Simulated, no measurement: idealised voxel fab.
The following is a process module called voxel lift off.
Cross-section cut: width 275 nm, square cells of 5 nm.
We lay out every cross-section as a grid of square cells and spell it out in bands from the top down, where one band means one or more rows of cells. Heads up on the band format: heights come first, top then bottom, in nm. After that it's the materials left to right, each with its width in nm. A single material flagged "edge to edge" fills the whole band edge to edge, and "air" means there's empty space there. Measure heights from 0. That's the level where, below it, the as-received wafer is all one material. The lowest band is bottomless and extends downward; write it as in "z 0 and below". The two numbers in a width such as "30 to 40" mark its ends across the band: the first belongs to the top row of cells, the second to the bottom row, and from each row to the next the width moves by the same amount. For the purposes of this document, the phrase "stayed the same" attached to a step denotes that no cell within the cross-section was modified by that step. Enclosed voids (no open way to top), threshold 8 cells or more, entry "Enclosed void catalog", notation width x height at distance, distance from left edge, nm. after a step's settings: what the simulator itself notes on the step. overlay nm: how far to the right of its planned place the mask lay on this masked step (negative: to the left).

HERE'S WHAT THE PLANNED PROCESS STEPS LOOK LIKE
- 1: RECEIVE (material Si)
- 2: CONFORMAL_DEP (material Al2O3; thk nm 15)
- 3: PATTERN (tone open; mask id LINES; material resist; width nm 30; pitch nm 45; thk nm 25; overlay nm 0)
- 4: DIRECTIONAL_DEP (material Ru; thk nm 10)
- 5: STRIP (etch materials resist)
- 6: CONFORMAL_DEP (material SiN; thk nm 10)

SHOWN IN CROSS-SECTION IS THE WAFER AS RECEIVED, THAT IS, AS IT STANDS AFTER STEP 1
z 0 and below  Si edge to edge
Enclosed void catalog: none

AS-PLANNED RUN: CROSS-SECTION OF THE FIRST OF TWO WAFERS AT END OF MODULE
z 35 to 25  air (65); SiN (140); air (70)
z 25 to 15  SiN (75); Ru (30); SiN (15); Ru (30); SiN (15); Ru (30); SiN (80)
z 15 to 0  Al2O3 edge to edge
z 0 and below  Si edge to edge
Enclosed void catalog: none

WAFER TWO (OF TWO), END-OF-MODULE CROSS-SECTION: START = WAFER ONE, PLAN = WAFER ONE, ONE RUN MISTAKE
z 40 to 30  air (65); SiN (140); air (70)
z 30 to 20  SiN (75); Ru (30); SiN (15); Ru (30); SiN (15); Ru (30); SiN (80)
z 20 to 0  Al2O3 edge to edge
z 0 and below  Si edge to edge
Enclosed void catalog: none
The mistake made against the process plan was this: so step 2 ended up running with a different setting than we planned, it ran as CONFORMAL_DEP (material Al2O3; thk nm 20)
End check, counted in cells, second wafer has more or fewer of these materials than the first: 55 more of Al2O3
